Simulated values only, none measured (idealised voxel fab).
A process module follows: voxel quadruple lines.
Section shown: cut. Width: 140 nm. Cell size: 5 nm, square.
If you're reading a cross-section in this doc, picture square cells in a grid; it comes to you as bands, top ones listed first down to the bottom, and a band can be one or more rows of cells. Basically the band line says how high the top is and how high the bottom is, in nm, and then what's in it from left to right, every material with its width in nm. Empty space shows up as "empty", and if a single material carries "throughout" it runs the full band edge to edge. Height reference: 0 = level under which incoming wafer is all one material. Lowest band: no bottom, runs on downward, e.g. "0 -> down". Note: "30..40" means the width goes from the first number (top row of the band) to the second number (bottom row) in equal steps per row of cells. "nothing changed" (step): cross-section cells unchanged, all of them. Heads up: "Internal closed voids" only lists the empty pockets with no open path to the top that are 8 cells or more, and it writes them as width x height at distance, distance from the left edge, in nm. On each step's line, the part that comes after the settings is the simulator's own comment on the step. For masked steps, "overlay nm" on the step line gives how far right of plan the mask actually lay; a minus sign means it lay to the left.

## Planned step list for the process
1: RECEIVE (material Si)
2: CONFORMAL_DEP (material SiO2; thk nm 10)
3: DIRECTIONAL_DEP (material Ru; thk nm 10)
4: DIRECTIONAL_DEP (material polySi; thk nm 20)
5: DIRECTIONAL_DEP (material aC; thk nm 20)
6: PATTERN (tone cover; mask id MANDREL; material resist; width nm 35; thk nm 25; overlay nm 0)
7: DIRECTIONAL_ETCH (etch materials aC; depth nm 20)
8: STRIP (etch materials resist)
9: CONFORMAL_DEP (material SiO2; thk nm 15)
10: DIRECTIONAL_ETCH (etch materials SiO2; depth nm 15)
11: STRIP (etch materials aC)
12: DIRECTIONAL_ETCH (etch materials polySi; depth nm 20)
13: STRIP (etch materials SiO2)
14: CONFORMAL_DEP (material SiN; thk nm 10)
15: DIRECTIONAL_ETCH (etch materials SiN; depth nm 10)
16: STRIP (etch materials polySi)
17: DIRECTIONAL_ETCH (etch materials Ru; depth nm 10)
18: STRIP (etch materials SiN)

## Cross-section of the incoming wafer, state after step 1
0 -> down | Si throughout
Internal closed voids: none

## Module complete - cross-section of the first of two wafers, run according to plan
20 -> 10 | empty 25, Ru 10, empty 15, Ru 10, empty 15, Ru 10, empty 15, Ru 10, empty 30
10 -> 0 | SiO2 throughout
0 -> down | Si throughout
Internal closed voids: none

## Here is the second of the two wafers cut open at the end of the module - same start, same plan as the first one, but we made one mistake running it
50 -> 40 | empty 25, SiO2 35, empty 15, SiO2 35, empty 30
40 -> 30 | empty 25, SiO2 10, polySi 15, SiO2 10, empty 15, SiO2 10, polySi 15, SiO2 10, empty 30
30 -> 20 | SiO2 35, polySi 15, SiO2 35, polySi 15, SiO2 40
20 -> 10 | Ru throughout
10 -> 0 | SiO2 throughout
0 -> down | Si throughout
Internal closed voids: none
Short version of what went wrong: step 14 did not happen as planned, as run it was CONFORMAL_DEP (material SiO2; thk nm 10)
Final tally in cells, some materials are higher or lower on the second wafer than on the first: 40 more of Ru; 88 more of SiO2; 24 more of polySi
